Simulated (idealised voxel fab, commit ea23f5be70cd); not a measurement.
The process module that follows is named voxel quadruple lines.
Xsec cut, 290 nm wide, square cell size 5 nm.
How to read a cross-section here: the picture is a grid of square cells, written as bands going from the top down, and any band can span one or more rows of cells. The band entry comprises the height of the band's top followed by the height of its bottom, expressed in nm, and subsequently the band's materials from left to right, each stated together with its width in nm. Where a single material is marked with the word "all across", that material fills the band from edge to edge. The word "blank" represents empty space. Beneath 0, the wafer as received is one material, and that level is where height counting begins. The lowest band goes on downward without a bottom; it is written like "0..down". When a width is written as two numbers, as in "30 to 40", the first number is the width in the top row of cells of the band and the second is the width in its bottom row, and the width changes by the same amount from each row to the next. The cross-section has no changed cell in any step marked "no modifications". The list in "Enclosed cavities" covers empty spaces of 8 cells or more that cannot reach the top through any open way, and it gives each as width x height at distance; the distance is from the left edge, and width, height and distance are in nm. Formally, on a step line, whatever follows the settings is a remark that the simulator itself makes on the step. overlay nm, on a step with a mask: how far to the right of its planned place the mask lay; to the left if negative.

# Listed below are the process steps as planned
step 1: RECEIVE: material Si
step 2: CONFORMAL_DEP: material Al2O3, thk nm 10
step 3: DIRECTIONAL_DEP: material Ru, thk nm 10
step 4: DIRECTIONAL_DEP: material polySi, thk nm 20
step 5: DIRECTIONAL_DEP: material aC, thk nm 20
step 6: PATTERN: tone cover, mask id MANDREL, material resist, width nm 25, thk nm 25, overlay nm 0
step 7: DIRECTIONAL_ETCH: etch materials aC, depth nm 20
step 8: STRIP: etch materials resist
step 9: CONFORMAL_DEP: material SiO2, thk nm 15
step 10: DIRECTIONAL_ETCH: etch materials SiO2, depth nm 15
step 11: STRIP: etch materials aC
step 12: DIRECTIONAL_ETCH: etch materials polySi, depth nm 20
step 13: STRIP: etch materials SiO2
step 14: CONFORMAL_DEP: material SiN, thk nm 5
step 15: DIRECTIONAL_ETCH: etch materials SiN, depth nm 5
step 16: STRIP: etch materials polySi
step 17: DIRECTIONAL_ETCH: etch materials Ru, depth nm 10
step 18: STRIP: etch materials SiN

# Wafer at receipt (post step 1), cross-section
	0..down  Si all across
	Enclosed cavities: none

# The plan above was carried out on the starting structure above with one mistake, and this cross-section shows the wafer at the end of the module
	20..10  105 blank, then 5 Ru, then 15 blank, then 5 Ru, then 25 blank, then 5 Ru, then 15 blank, then 5 Ru, then 110 blank
	10..0  Al2O3 all across
	0..down  Si all across
	Enclosed cavities: none
Which mistake was made when the wafer was run? step 6 did not happen as planned, as run it was PATTERN: tone cover, mask id MANDREL, material resist, width nm 35, thk nm 25, overlay nm 0
